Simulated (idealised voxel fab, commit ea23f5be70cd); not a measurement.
process module | voxel transistor to metal
cross-section cut | 205 nm wide | cells 5 nm
A cross-section is a grid of square cells, given in bands from the top down. A band is one or more rows of cells.
Each band's line starts with the height of the band's top and of its bottom, in nm. Then come its materials from left to right, each with its width in nm. One material with "throughout" fills the band from edge to edge. "air" is empty space.
Height 0 is the level under which the wafer as received is all one material. The lowest band goes on downwards, as in "0 down".
A width such as "30 to 40" changes by the same amount from each row of cells to the next, from the band's top row to its bottom row.
"no change" after a step means that no cell of the cross-section changed.
closed voids: empty space of 8 cells or more with no open way to the top, each as width x height at its distance from the left edge, in nm
after a step's settings: what the simulator itself notes on the step
overlay nm, on a step with a mask: how far to the right of its planned place the mask lay; to the left if negative
plan
1 op RECEIVE | material Si
2 op OXIDIZE | depth nm 5
3 op CONFORMAL_DEP | material SiN | thk nm 10
4 op DIRECTIONAL_DEP | material aC | thk nm 10
5 op PATTERN | tone cover | mask id ACTIVE | material resist | width nm 100 | thk nm 25 | overlay nm 0
6 op DIRECTIONAL_ETCH | etch materials aC | depth nm 10
7 op STRIP | etch materials resist
8 op DIRECTIONAL_ETCH | etch materials SiN | depth nm 10
9 op DIRECTIONAL_ETCH | etch materials SiO2 | depth nm 5
10 op DIRECTIONAL_ETCH | etch materials Si | depth nm 35
11 op STRIP | etch materials aC
12 op OXIDIZE | depth nm 5
13 op FILL_DEP | material SiO2 | thk nm 5
14 op CMP | height nm 10
15 op SELECTIVE_ETCH | etch materials SiO2 | depth nm 10
16 op STRIP | etch materials SiN
17 op SELECTIVE_ETCH | etch materials SiO2 | depth nm 5
18 op OXIDIZE | depth nm 5
19 op DIRECTIONAL_DEP | material polySi | thk nm 20
20 op DIRECTIONAL_DEP | material SiCN | thk nm 15
21 op PATTERN | tone cover | mask id GATE | material resist | width nm 30 | thk nm 15 | overlay nm 0
22 op DIRECTIONAL_ETCH | etch materials SiCN | depth nm 25
23 op DIRECTIONAL_ETCH | etch materials polySi | depth nm 30
24 op STRIP | etch materials resist
25 op CONFORMAL_DEP | material SiN | thk nm 10
26 op DIRECTIONAL_ETCH | etch materials SiN | depth nm 10
27 op DIRECTIONAL_ETCH | etch materials SiO2 | depth nm 5
28 op DIRECTIONAL_ETCH | etch materials Si | depth nm 10
29 op EPI | material nSi | thk nm 15
30 op FILL_DEP | material SiO2 | thk nm 5
31 op CMP | height nm 15
32 op STRIP | etch materials polySi
33 op SELECTIVE_ETCH | etch materials SiO2 | depth nm 5
34 op CONFORMAL_DEP | material HfO2 | thk nm 5
35 op CONFORMAL_DEP | material TiN | thk nm 5
36 op FILL_DEP | material W | thk nm 5
37 op CMP | height nm 10
38 op DIRECTIONAL_DEP | material SiO2 | thk nm 10
39 op PATTERN | tone open | mask id CONTACT | material resist | width nm 15 | pitch nm 75 | thk nm 20 | overlay nm 0
40 op DIRECTIONAL_ETCH | etch materials SiO2 | depth nm 25
41 op STRIP | etch materials resist
42 op CONFORMAL_DEP | material TiN | thk nm 5
43 op FILL_DEP | material Ru | thk nm 10
44 op CMP | height nm 20
45 op DIRECTIONAL_DEP | material TiN | thk nm 5
46 op DIRECTIONAL_DEP | material Ru | thk nm 20
47 op DIRECTIONAL_DEP | material aC | thk nm 10
48 op PATTERN | tone cover | mask id METAL_1 | material resist | width nm 15 | pitch nm 75 | thk nm 25 | overlay nm 0
49 op DIRECTIONAL_ETCH | etch materials aC | depth nm 10
50 op STRIP | etch materials resist
51 op DIRECTIONAL_ETCH | etch materials Ru | depth nm 20
52 op DIRECTIONAL_ETCH | etch materials TiN | depth nm 5
53 op STRIP | etch materials aC
54 op CONFORMAL_DEP | material SiN | thk nm 5
55 op FILL_DEP | material lowk | thk nm 10
56 op CMP | height nm 45
57 op CONFORMAL_DEP | material SiCN | thk nm 5
58 op DIRECTIONAL_DEP | material lowk | thk nm 30
59 op PATTERN | tone open | mask id METAL_2 | material resist | width nm 15 | pitch nm 75 | thk nm 20 | overlay nm 0
60 op DIRECTIONAL_ETCH | etch materials lowk | depth nm 15
61 op STRIP | etch materials resist
62 op PATTERN | tone open | mask id METAL_2_HOLES | material resist | width nm 15 | pitch nm 75 | thk nm 20 | overlay nm 0
63 op DIRECTIONAL_ETCH | etch materials lowk | depth nm 15
64 op DIRECTIONAL_ETCH | etch materials SiCN | depth nm 5
65 op STRIP | etch materials resist
66 op CONFORMAL_DEP | material TiN | thk nm 5
67 op FILL_DEP | material Ru | thk nm 5
68 op CMP | height nm 80
69 op CONFORMAL_DEP | material SiN | thk nm 5
first wafer, as planned
as received, after step 1
  0 down: Si throughout
  closed voids: none
after step 2
  0 to -5: SiO2 throughout
  below -5: unchanged
after step 3
  10 to 0: SiN throughout
  below 0: unchanged
after step 4
  20 to 10: aC throughout
  below 10: unchanged
after step 5
  45 to 20: air 50 | resist 100 | air 55
  below 20: unchanged
after step 6
  35 to 20: air 50 | resist 100 | air 55
  20 to 10: air 50 | aC 100 | air 55
  below 10: unchanged
after step 7
  20 to 10: air 50 | aC 100 | air 55
  below 10: unchanged
after step 8
  20 to 10: air 50 | aC 100 | air 55
  10 to 0: air 50 | SiN 100 | air 55
  below 0: unchanged
after step 9
  20 to 10: air 50 | aC 100 | air 55
  10 to 0: air 50 | SiN 100 | air 55
  0 to -5: air 50 | SiO2 100 | air 55
  below -5: unchanged
after step 10
  20 to 10: air 50 | aC 100 | air 55
  10 to 0: air 50 | SiN 100 | air 55
  0 to -5: air 50 | SiO2 100 | air 55
  -5 to -40: air 50 | Si 100 | air 55
  below -40: unchanged
after step 11
  10 to 0: air 50 | SiN 100 | air 55
  below 0: unchanged
after step 12
  10 to 0: air 50 | SiN 100 | air 55
  0 to -5: air 50 | SiO2 100 | air 55
  -5 to -40: air 50 | SiO2 5 | Si 90 | SiO2 5 | air 55
  -40 to -45: SiO2 55 | Si 90 | SiO2 60
  below -45: unchanged
after step 13
  15 to 10: SiO2 throughout
  10 to 0: SiO2 50 | SiN 100 | SiO2 55
  0 to -5: SiO2 throughout
  -5 to -45: SiO2 55 | Si 90 | SiO2 60
  below -45: unchanged
after step 14
  10 to 0: SiO2 50 | SiN 100 | SiO2 55
  below 0: unchanged
after step 15
  10 to 0: air 50 | SiN 100 | air 55
  below 0: unchanged
after step 16
  0 to -5: SiO2 throughout
  below -5: unchanged
after step 17
  -5 to -45: SiO2 55 | Si 90 | SiO2 60
  below -45: unchanged
after step 18
  -5 to -10: SiO2 throughout
  below -10: unchanged
after step 19
  15 to -5: polySi throughout
  below -5: unchanged
after step 20
  30 to 15: SiCN throughout
  below 15: unchanged
after step 21
  45 to 30: air 85 | resist 30 | air 90
  below 30: unchanged
after step 22
  45 to 30: air 85 | resist 30 | air 90
  30 to 15: air 85 | SiCN 30 | air 90
  below 15: unchanged
after step 23
  45 to 30: air 85 | resist 30 | air 90
  30 to 15: air 85 | SiCN 30 | air 90
  15 to -5: air 85 | polySi 30 | air 90
  below -5: unchanged
after step 24
  30 to 15: air 85 | SiCN 30 | air 90
  below 15: unchanged
after step 25
  40 to 30: air 75 | SiN 50 | air 80
  30 to 15: air 75 | SiN 10 | SiCN 30 | SiN 10 | air 80
  15 to 5: air 75 | SiN 10 | polySi 30 | SiN 10 | air 80
  5 to -5: SiN 85 | polySi 30 | SiN 90
  below -5: unchanged
after step 26
  30 to 15: air 75 | SiN 10 | SiCN 30 | SiN 10 | air 80
  15 to -5: air 75 | SiN 10 | polySi 30 | SiN 10 | air 80
  below -5: unchanged
after step 27
  30 to 15: air 75 | SiN 10 | SiCN 30 | SiN 10 | air 80
  15 to -5: air 75 | SiN 10 | polySi 30 | SiN 10 | air 80
  -5 to -10: air 75 | SiO2 50 | air 80
  below -10: unchanged
after step 28
  30 to 15: air 75 | SiN 10 | SiCN 30 | SiN 10 | air 80
  15 to -5: air 75 | SiN 10 | polySi 30 | SiN 10 | air 80
  -5 to -10: air 75 | SiO2 50 | air 80
  -10 to -20: SiO2 55 | air 20 | Si 50 | air 20 | SiO2 60
  below -20: unchanged
after step 29
  30 to 15: air 75 | SiN 10 | SiCN 30 | SiN 10 | air 80
  15 to 5: air 75 | SiN 10 | polySi 30 | SiN 10 | air 80
  5 to -5: air 60 | nSi 15 | SiN 10 | polySi 30 | SiN 10 | nSi 15 | air 65
  -5 to -10: air 50 | nSi 25 | SiO2 50 | nSi 25 | air 55
  -10 to -20: SiO2 55 | nSi 20 | Si 50 | nSi 20 | SiO2 60
  below -20: unchanged
after step 30
  35 to 30: SiO2 throughout
  30 to 15: SiO2 75 | SiN 10 | SiCN 30 | SiN 10 | SiO2 80
  15 to 5: SiO2 75 | SiN 10 | polySi 30 | SiN 10 | SiO2 80
  5 to -5: SiO2 60 | nSi 15 | SiN 10 | polySi 30 | SiN 10 | nSi 15 | SiO2 65
  -5 to -10: SiO2 50 | nSi 25 | SiO2 50 | nSi 25 | SiO2 55
  below -10: unchanged
after step 31
  15 to 5: SiO2 75 | SiN 10 | polySi 30 | SiN 10 | SiO2 80
  below 5: unchanged
after step 32
  15 to 5: SiO2 75 | SiN 10 | air 30 | SiN 10 | SiO2 80
  5 to -5: SiO2 60 | nSi 15 | SiN 10 | air 30 | SiN 10 | nSi 15 | SiO2 65
  below -5: unchanged
after step 33
  15 to 10: air 75 | SiN 10 | air 30 | SiN 10 | air 80
  10 to 5: SiO2 75 | SiN 10 | air 30 | SiN 10 | SiO2 80
  5 to -5: SiO2 60 | nSi 15 | SiN 10 | air 30 | SiN 10 | nSi 15 | SiO2 65
  -5 to -10: SiO2 50 | nSi 25 | SiO2 5 | air 40 | SiO2 5 | nSi 25 | SiO2 55
  below -10: unchanged
after step 34
  20 to 15: air 70 | HfO2 20 | air 20 | HfO2 20 | air 75
  15 to 10: HfO2 75 | SiN 10 | HfO2 5 | air 20 | HfO2 5 | SiN 10 | HfO2 80
  10 to 5: SiO2 75 | SiN 10 | HfO2 5 | air 20 | HfO2 5 | SiN 10 | SiO2 80
  5 to -5: SiO2 60 | nSi 15 | SiN 10 | HfO2 5 | air 20 | HfO2 5 | SiN 10 | nSi 15 | SiO2 65
  -5 to -10: SiO2 50 | nSi 25 | SiO2 5 | HfO2 40 | SiO2 5 | nSi 25 | SiO2 55
  below -10: unchanged
after step 35
  25 to 20: air 65 | TiN 30 | air 10 | TiN 30 | air 70
  20 to 15: TiN 70 | HfO2 20 | TiN 5 | air 10 | TiN 5 | HfO2 20 | TiN 75
  15 to 10: HfO2 75 | SiN 10 | HfO2 5 | TiN 5 | air 10 | TiN 5 | HfO2 5 | SiN 10 | HfO2 80
  10 to 5: SiO2 75 | SiN 10 | HfO2 5 | TiN 5 | air 10 | TiN 5 | HfO2 5 | SiN 10 | SiO2 80
  5 to 0: SiO2 60 | nSi 15 | SiN 10 | HfO2 5 | TiN 5 | air 10 | TiN 5 | HfO2 5 | SiN 10 | nSi 15 | SiO2 65
  0 to -5: SiO2 60 | nSi 15 | SiN 10 | HfO2 5 | TiN 20 | HfO2 5 | SiN 10 | nSi 15 | SiO2 65
  below -5: unchanged
after step 36
  30 to 25: W throughout
  25 to 20: W 65 | TiN 30 | W 10 | TiN 30 | W 70
  20 to 15: TiN 70 | HfO2 20 | TiN 5 | W 10 | TiN 5 | HfO2 20 | TiN 75
  15 to 10: HfO2 75 | SiN 10 | HfO2 5 | TiN 5 | W 10 | TiN 5 | HfO2 5 | SiN 10 | HfO2 80
  10 to 5: SiO2 75 | SiN 10 | HfO2 5 | TiN 5 | W 10 | TiN 5 | HfO2 5 | SiN 10 | SiO2 80
  5 to 0: SiO2 60 | nSi 15 | SiN 10 | HfO2 5 | TiN 5 | W 10 | TiN 5 | HfO2 5 | SiN 10 | nSi 15 | SiO2 65
  below 0: unchanged
after step 37
  10 to 5: SiO2 75 | SiN 10 | HfO2 5 | TiN 5 | W 10 | TiN 5 | HfO2 5 | SiN 10 | SiO2 80
  below 5: unchanged
after step 38
  20 to 10: SiO2 throughout
  below 10: unchanged
after step 39
  40 to 20: resist 55 | air 15 | resist 60 | air 15 | resist 60
  below 20: unchanged
after step 40
  40 to 20: resist 55 | air 15 | resist 60 | air 15 | resist 60
  20 to 10: SiO2 55 | air 15 | SiO2 60 | air 15 | SiO2 60
  10 to 5: SiO2 55 | air 15 | SiO2 5 | SiN 10 | HfO2 5 | TiN 5 | W 10 | TiN 5 | HfO2 5 | SiN 10 | SiO2 5 | air 15 | SiO2 60
  5 to 0: SiO2 55 | air 5 | nSi 15 | SiN 10 | HfO2 5 | TiN 5 | W 10 | TiN 5 | HfO2 5 | SiN 10 | nSi 15 | air 5 | SiO2 60
  0 to -5: SiO2 55 | air 5 | nSi 15 | SiN 10 | HfO2 5 | TiN 20 | HfO2 5 | SiN 10 | nSi 15 | air 5 | SiO2 60
  below -5: unchanged
after step 41
  20 to 10: SiO2 55 | air 15 | SiO2 60 | air 15 | SiO2 60
  below 10: unchanged
after step 42
  25 to 20: TiN 60 | air 5 | TiN 70 | air 5 | TiN 65
  20 to 10: SiO2 55 | TiN 5 | air 5 | TiN 5 | SiO2 60 | TiN 5 | air 5 | TiN 5 | SiO2 60
  10 to 5: SiO2 55 | TiN 15 | SiO2 5 | SiN 10 | HfO2 5 | TiN 5 | W 10 | TiN 5 | HfO2 5 | SiN 10 | SiO2 5 | TiN 15 | SiO2 60
  5 to 0: SiO2 55 | TiN 5 | nSi 15 | SiN 10 | HfO2 5 | TiN 5 | W 10 | TiN 5 | HfO2 5 | SiN 10 | nSi 15 | TiN 5 | SiO2 60
  0 to -5: SiO2 55 | TiN 5 | nSi 15 | SiN 10 | HfO2 5 | TiN 20 | HfO2 5 | SiN 10 | nSi 15 | TiN 5 | SiO2 60
  below -5: unchanged
after step 43
  35 to 25: Ru throughout
  25 to 20: TiN 60 | Ru 5 | TiN 70 | Ru 5 | TiN 65
  20 to 10: SiO2 55 | TiN 5 | Ru 5 | TiN 5 | SiO2 60 | TiN 5 | Ru 5 | TiN 5 | SiO2 60
  below 10: unchanged
after step 44
  20 to 10: SiO2 55 | TiN 5 | Ru 5 | TiN 5 | SiO2 60 | TiN 5 | Ru 5 | TiN 5 | SiO2 60
  below 10: unchanged
after step 45
  25 to 20: TiN throughout
  below 20: unchanged
after step 46
  45 to 25: Ru throughout
  below 25: unchanged
after step 47
  55 to 45: aC throughout
  below 45: unchanged
after step 48
  80 to 55: air 55 | resist 15 | air 60 | resist 15 | air 60
  below 55: unchanged
after step 49
  70 to 55: air 55 | resist 15 | air 60 | resist 15 | air 60
  55 to 45: air 55 | aC 15 | air 60 | aC 15 | air 60
  below 45: unchanged
after step 50
  55 to 45: air 55 | aC 15 | air 60 | aC 15 | air 60
  below 45: unchanged
after step 51
  55 to 45: air 55 | aC 15 | air 60 | aC 15 | air 60
  45 to 25: air 55 | Ru 15 | air 60 | Ru 15 | air 60
  below 25: unchanged
after step 52
  55 to 45: air 55 | aC 15 | air 60 | aC 15 | air 60
  45 to 25: air 55 | Ru 15 | air 60 | Ru 15 | air 60
  25 to 20: air 55 | TiN 15 | air 60 | TiN 15 | air 60
  below 20: unchanged
after step 53
  45 to 25: air 55 | Ru 15 | air 60 | Ru 15 | air 60
  below 25: unchanged
after step 54
  50 to 45: air 50 | SiN 25 | air 50 | SiN 25 | air 55
  45 to 25: air 50 | SiN 5 | Ru 15 | SiN 5 | air 50 | SiN 5 | Ru 15 | SiN 5 | air 55
  25 to 20: SiN 55 | TiN 15 | SiN 60 | TiN 15 | SiN 60
  below 20: unchanged
after step 55
  60 to 50: lowk throughout
  50 to 45: lowk 50 | SiN 25 | lowk 50 | SiN 25 | lowk 55
  45 to 25: lowk 50 | SiN 5 | Ru 15 | SiN 5 | lowk 50 | SiN 5 | Ru 15 | SiN 5 | lowk 55
  below 25: unchanged
after step 56
  45 to 25: lowk 50 | SiN 5 | Ru 15 | SiN 5 | lowk 50 | SiN 5 | Ru 15 | SiN 5 | lowk 55
  below 25: unchanged
after step 57
  50 to 45: SiCN throughout
  below 45: unchanged
after step 58
  80 to 50: lowk throughout
  below 50: unchanged
after step 59
  100 to 80: resist 55 | air 15 | resist 60 | air 15 | resist 60
  below 80: unchanged
after step 60
  100 to 80: resist 55 | air 15 | resist 60 | air 15 | resist 60
  80 to 65: lowk 55 | air 15 | lowk 60 | air 15 | lowk 60
  below 65: unchanged
after step 61
  80 to 65: lowk 55 | air 15 | lowk 60 | air 15 | lowk 60
  below 65: unchanged
after step 62
  100 to 80: resist 55 | air 15 | resist 60 | air 15 | resist 60
  below 80: unchanged
after step 63
  100 to 80: resist 55 | air 15 | resist 60 | air 15 | resist 60
  80 to 50: lowk 55 | air 15 | lowk 60 | air 15 | lowk 60
  below 50: unchanged
after step 64
  100 to 80: resist 55 | air 15 | resist 60 | air 15 | resist 60
  80 to 50: lowk 55 | air 15 | lowk 60 | air 15 | lowk 60
  50 to 45: SiCN 55 | air 15 | SiCN 60 | air 15 | SiCN 60
  below 45: unchanged
after step 65
  80 to 50: lowk 55 | air 15 | lowk 60 | air 15 | lowk 60
  below 50: unchanged
after step 66
  85 to 80: TiN 60 | air 5 | TiN 70 | air 5 | TiN 65
  80 to 50: lowk 55 | TiN 5 | air 5 | TiN 5 | lowk 60 | TiN 5 | air 5 | TiN 5 | lowk 60
  50 to 45: SiCN 55 | TiN 15 | SiCN 60 | TiN 15 | SiCN 60
  below 45: unchanged
after step 67
  90 to 85: Ru throughout
  85 to 80: TiN 60 | Ru 5 | TiN 70 | Ru 5 | TiN 65
  80 to 50: lowk 55 | TiN 5 | Ru 5 | TiN 5 | lowk 60 | TiN 5 | Ru 5 | TiN 5 | lowk 60
  below 50: unchanged
after step 68
  80 to 50: lowk 55 | TiN 5 | Ru 5 | TiN 5 | lowk 60 | TiN 5 | Ru 5 | TiN 5 | lowk 60
  below 50: unchanged
after step 69
  85 to 80: SiN throughout
  below 80: unchanged
second wafer: like start, like plan, one mistake. Through step 20 it matches the first wafer
when step 21 should have ended
  45 to 30: air 90 | resist 30 | air 85
  below 30: unchanged
when step 22 should have ended
  45 to 30: air 90 | resist 30 | air 85
  30 to 15: air 90 | SiCN 30 | air 85
  below 15: unchanged
when step 23 should have ended
  45 to 30: air 90 | resist 30 | air 85
  30 to 15: air 90 | SiCN 30 | air 85
  15 to -5: air 90 | polySi 30 | air 85
  below -5: unchanged
when step 24 should have ended
  30 to 15: air 90 | SiCN 30 | air 85
  below 15: unchanged
when step 25 should have ended
  40 to 30: air 80 | SiN 50 | air 75
  30 to 15: air 80 | SiN 10 | SiCN 30 | SiN 10 | air 75
  15 to 5: air 80 | SiN 10 | polySi 30 | SiN 10 | air 75
  5 to -5: SiN 90 | polySi 30 | SiN 85
  below -5: unchanged
when step 26 should have ended
  30 to 15: air 80 | SiN 10 | SiCN 30 | SiN 10 | air 75
  15 to -5: air 80 | SiN 10 | polySi 30 | SiN 10 | air 75
  below -5: unchanged
when step 27 should have ended
  30 to 15: air 80 | SiN 10 | SiCN 30 | SiN 10 | air 75
  15 to -5: air 80 | SiN 10 | polySi 30 | SiN 10 | air 75
  -5 to -10: air 80 | SiO2 50 | air 75
  below -10: unchanged
when step 28 should have ended
  30 to 15: air 80 | SiN 10 | SiCN 30 | SiN 10 | air 75
  15 to -5: air 80 | SiN 10 | polySi 30 | SiN 10 | air 75
  -5 to -10: air 80 | SiO2 50 | air 75
  -10 to -20: SiO2 55 | air 25 | Si 50 | air 15 | SiO2 60
  below -20: unchanged
when step 29 should have ended
  30 to 15: air 80 | SiN 10 | SiCN 30 | SiN 10 | air 75
  15 to 5: air 80 | SiN 10 | polySi 30 | SiN 10 | air 75
  5 to -5: air 65 | nSi 15 | SiN 10 | polySi 30 | SiN 10 | nSi 15 | air 60
  -5 to -10: air 50 | nSi 30 | SiO2 50 | nSi 20 | air 55
  -10 to -20: SiO2 55 | nSi 25 | Si 50 | nSi 15 | SiO2 60
  below -20: unchanged
when step 30 should have ended
  35 to 30: SiO2 throughout
  30 to 15: SiO2 80 | SiN 10 | SiCN 30 | SiN 10 | SiO2 75
  15 to 5: SiO2 80 | SiN 10 | polySi 30 | SiN 10 | SiO2 75
  5 to -5: SiO2 65 | nSi 15 | SiN 10 | polySi 30 | SiN 10 | nSi 15 | SiO2 60
  -5 to -10: SiO2 50 | nSi 30 | SiO2 50 | nSi 20 | SiO2 55
  below -10: unchanged
when step 31 should have ended
  15 to 5: SiO2 80 | SiN 10 | polySi 30 | SiN 10 | SiO2 75
  below 5: unchanged
when step 32 should have ended
  15 to 5: SiO2 80 | SiN 10 | air 30 | SiN 10 | SiO2 75
  5 to -5: SiO2 65 | nSi 15 | SiN 10 | air 30 | SiN 10 | nSi 15 | SiO2 60
  below -5: unchanged
when step 33 should have ended
  15 to 10: air 80 | SiN 10 | air 30 | SiN 10 | air 75
  10 to 5: SiO2 80 | SiN 10 | air 30 | SiN 10 | SiO2 75
  5 to -5: SiO2 65 | nSi 15 | SiN 10 | air 30 | SiN 10 | nSi 15 | SiO2 60
  -5 to -10: SiO2 50 | nSi 30 | SiO2 5 | air 40 | SiO2 5 | nSi 20 | SiO2 55
  below -10: unchanged
when step 34 should have ended
  20 to 15: air 75 | HfO2 20 | air 20 | HfO2 20 | air 70
  15 to 10: HfO2 80 | SiN 10 | HfO2 5 | air 20 | HfO2 5 | SiN 10 | HfO2 75
  10 to 5: SiO2 80 | SiN 10 | HfO2 5 | air 20 | HfO2 5 | SiN 10 | SiO2 75
  5 to -5: SiO2 65 | nSi 15 | SiN 10 | HfO2 5 | air 20 | HfO2 5 | SiN 10 | nSi 15 | SiO2 60
  -5 to -10: SiO2 50 | nSi 30 | SiO2 5 | HfO2 40 | SiO2 5 | nSi 20 | SiO2 55
  below -10: unchanged
when step 35 should have ended
  25 to 20: air 70 | TiN 30 | air 10 | TiN 30 | air 65
  20 to 15: TiN 75 | HfO2 20 | TiN 5 | air 10 | TiN 5 | HfO2 20 | TiN 70
  15 to 10: HfO2 80 | SiN 10 | HfO2 5 | TiN 5 | air 10 | TiN 5 | HfO2 5 | SiN 10 | HfO2 75
  10 to 5: SiO2 80 | SiN 10 | HfO2 5 | TiN 5 | air 10 | TiN 5 | HfO2 5 | SiN 10 | SiO2 75
  5 to 0: SiO2 65 | nSi 15 | SiN 10 | HfO2 5 | TiN 5 | air 10 | TiN 5 | HfO2 5 | SiN 10 | nSi 15 | SiO2 60
  0 to -5: SiO2 65 | nSi 15 | SiN 10 | HfO2 5 | TiN 20 | HfO2 5 | SiN 10 | nSi 15 | SiO2 60
  below -5: unchanged
when step 36 should have ended
  30 to 25: W throughout
  25 to 20: W 70 | TiN 30 | W 10 | TiN 30 | W 65
  20 to 15: TiN 75 | HfO2 20 | TiN 5 | W 10 | TiN 5 | HfO2 20 | TiN 70
  15 to 10: HfO2 80 | SiN 10 | HfO2 5 | TiN 5 | W 10 | TiN 5 | HfO2 5 | SiN 10 | HfO2 75
  10 to 5: SiO2 80 | SiN 10 | HfO2 5 | TiN 5 | W 10 | TiN 5 | HfO2 5 | SiN 10 | SiO2 75
  5 to 0: SiO2 65 | nSi 15 | SiN 10 | HfO2 5 | TiN 5 | W 10 | TiN 5 | HfO2 5 | SiN 10 | nSi 15 | SiO2 60
  below 0: unchanged
when step 37 should have ended
  10 to 5: SiO2 80 | SiN 10 | HfO2 5 | TiN 5 | W 10 | TiN 5 | HfO2 5 | SiN 10 | SiO2 75
  below 5: unchanged
when step 38 should have ended
  20 to 10: SiO2 throughout
  below 10: unchanged
when step 39 should have ended
  40 to 20: resist 55 | air 15 | resist 60 | air 15 | resist 60
  below 20: unchanged
when step 40 should have ended
  40 to 20: resist 55 | air 15 | resist 60 | air 15 | resist 60
  20 to 10: SiO2 55 | air 15 | SiO2 60 | air 15 | SiO2 60
  10 to 5: SiO2 55 | air 15 | SiO2 10 | SiN 10 | HfO2 5 | TiN 5 | W 10 | TiN 5 | HfO2 5 | SiN 10 | air 15 | SiO2 60
  5 to 0: SiO2 55 | air 10 | nSi 15 | SiN 10 | HfO2 5 | TiN 5 | W 10 | TiN 5 | HfO2 5 | SiN 10 | nSi 15 | SiO2 60
  0 to -5: SiO2 55 | air 10 | nSi 15 | SiN 10 | HfO2 5 | TiN 20 | HfO2 5 | SiN 10 | nSi 15 | SiO2 60
  below -5: unchanged
when step 41 should have ended
  20 to 10: SiO2 55 | air 15 | SiO2 60 | air 15 | SiO2 60
  below 10: unchanged
when step 42 should have ended
  25 to 20: TiN 60 | air 5 | TiN 70 | air 5 | TiN 65
  20 to 10: SiO2 55 | TiN 5 | air 5 | TiN 5 | SiO2 60 | TiN 5 | air 5 | TiN 5 | SiO2 60
  10 to 5: SiO2 55 | TiN 15 | SiO2 10 | SiN 10 | HfO2 5 | TiN 5 | W 10 | TiN 5 | HfO2 5 | SiN 10 | TiN 15 | SiO2 60
  5 to 0: SiO2 55 | TiN 10 | nSi 15 | SiN 10 | HfO2 5 | TiN 5 | W 10 | TiN 5 | HfO2 5 | SiN 10 | nSi 15 | SiO2 60
  0 to -5: SiO2 55 | TiN 10 | nSi 15 | SiN 10 | HfO2 5 | TiN 20 | HfO2 5 | SiN 10 | nSi 15 | SiO2 60
  below -5: unchanged
when step 43 should have ended
  35 to 25: Ru throughout
  25 to 20: TiN 60 | Ru 5 | TiN 70 | Ru 5 | TiN 65
  20 to 10: SiO2 55 | TiN 5 | Ru 5 | TiN 5 | SiO2 60 | TiN 5 | Ru 5 | TiN 5 | SiO2 60
  below 10: unchanged
when step 44 should have ended
  20 to 10: SiO2 55 | TiN 5 | Ru 5 | TiN 5 | SiO2 60 | TiN 5 | Ru 5 | TiN 5 | SiO2 60
  below 10: unchanged
when step 45 should have ended
  25 to 20: TiN throughout
  below 20: unchanged
when step 46 should have ended
  45 to 25: Ru throughout
  below 25: unchanged
when step 47 should have ended
  55 to 45: aC throughout
  below 45: unchanged
when step 48 should have ended
  80 to 55: air 55 | resist 15 | air 60 | resist 15 | air 60
  below 55: unchanged
when step 49 should have ended
  70 to 55: air 55 | resist 15 | air 60 | resist 15 | air 60
  55 to 45: air 55 | aC 15 | air 60 | aC 15 | air 60
  below 45: unchanged
when step 50 should have ended
  55 to 45: air 55 | aC 15 | air 60 | aC 15 | air 60
  below 45: unchanged
when step 51 should have ended
  55 to 45: air 55 | aC 15 | air 60 | aC 15 | air 60
  45 to 25: air 55 | Ru 15 | air 60 | Ru 15 | air 60
  below 25: unchanged
when step 52 should have ended
  55 to 45: air 55 | aC 15 | air 60 | aC 15 | air 60
  45 to 25: air 55 | Ru 15 | air 60 | Ru 15 | air 60
  25 to 20: air 55 | TiN 15 | air 60 | TiN 15 | air 60
  below 20: unchanged
when step 53 should have ended
  45 to 25: air 55 | Ru 15 | air 60 | Ru 15 | air 60
  below 25: unchanged
when step 54 should have ended
  50 to 45: air 50 | SiN 25 | air 50 | SiN 25 | air 55
  45 to 25: air 50 | SiN 5 | Ru 15 | SiN 5 | air 50 | SiN 5 | Ru 15 | SiN 5 | air 55
  25 to 20: SiN 55 | TiN 15 | SiN 60 | TiN 15 | SiN 60
  below 20: unchanged
when step 55 should have ended
  60 to 50: lowk throughout
  50 to 45: lowk 50 | SiN 25 | lowk 50 | SiN 25 | lowk 55
  45 to 25: lowk 50 | SiN 5 | Ru 15 | SiN 5 | lowk 50 | SiN 5 | Ru 15 | SiN 5 | lowk 55
  below 25: unchanged
when step 56 should have ended
  45 to 25: lowk 50 | SiN 5 | Ru 15 | SiN 5 | lowk 50 | SiN 5 | Ru 15 | SiN 5 | lowk 55
  below 25: unchanged
when step 57 should have ended
  50 to 45: SiCN throughout
  below 45: unchanged
when step 58 should have ended
  80 to 50: lowk throughout
  below 50: unchanged
when step 59 should have ended
  100 to 80: resist 55 | air 15 | resist 60 | air 15 | resist 60
  below 80: unchanged
when step 60 should have ended
  100 to 80: resist 55 | air 15 | resist 60 | air 15 | resist 60
  80 to 65: lowk 55 | air 15 | lowk 60 | air 15 | lowk 60
  below 65: unchanged
when step 61 should have ended
  80 to 65: lowk 55 | air 15 | lowk 60 | air 15 | lowk 60
  below 65: unchanged
when step 62 should have ended
  100 to 80: resist 55 | air 15 | resist 60 | air 15 | resist 60
  below 80: unchanged
when step 63 should have ended
  100 to 80: resist 55 | air 15 | resist 60 | air 15 | resist 60
  80 to 50: lowk 55 | air 15 | lowk 60 | air 15 | lowk 60
  below 50: unchanged
when step 64 should have ended
  100 to 80: resist 55 | air 15 | resist 60 | air 15 | resist 60
  80 to 50: lowk 55 | air 15 | lowk 60 | air 15 | lowk 60
  50 to 45: SiCN 55 | air 15 | SiCN 60 | air 15 | SiCN 60
  below 45: unchanged
when step 65 should have ended
  80 to 50: lowk 55 | air 15 | lowk 60 | air 15 | lowk 60
  below 50: unchanged
when step 66 should have ended
  85 to 80: TiN 60 | air 5 | TiN 70 | air 5 | TiN 65
  80 to 50: lowk 55 | TiN 5 | air 5 | TiN 5 | lowk 60 | TiN 5 | air 5 | TiN 5 | lowk 60
  50 to 45: SiCN 55 | TiN 15 | SiCN 60 | TiN 15 | SiCN 60
  below 45: unchanged
when step 67 should have ended
  90 to 85: Ru throughout
  85 to 80: TiN 60 | Ru 5 | TiN 70 | Ru 5 | TiN 65
  80 to 50: lowk 55 | TiN 5 | Ru 5 | TiN 5 | lowk 60 | TiN 5 | Ru 5 | TiN 5 | lowk 60
  below 50: unchanged
when step 68 should have ended
  80 to 50: lowk 55 | TiN 5 | Ru 5 | TiN 5 | lowk 60 | TiN 5 | Ru 5 | TiN 5 | lowk 60
  below 50: unchanged
when step 69 should have ended
  85 to 80: SiN throughout
  below 80: unchanged
what went wrong: step 21 ran as: op PATTERN | tone cover | mask id GATE | material resist | width nm 30 | thk nm 15 | overlay nm 5
at the end the second wafer has, in cells: as many of each material as the first, in other places
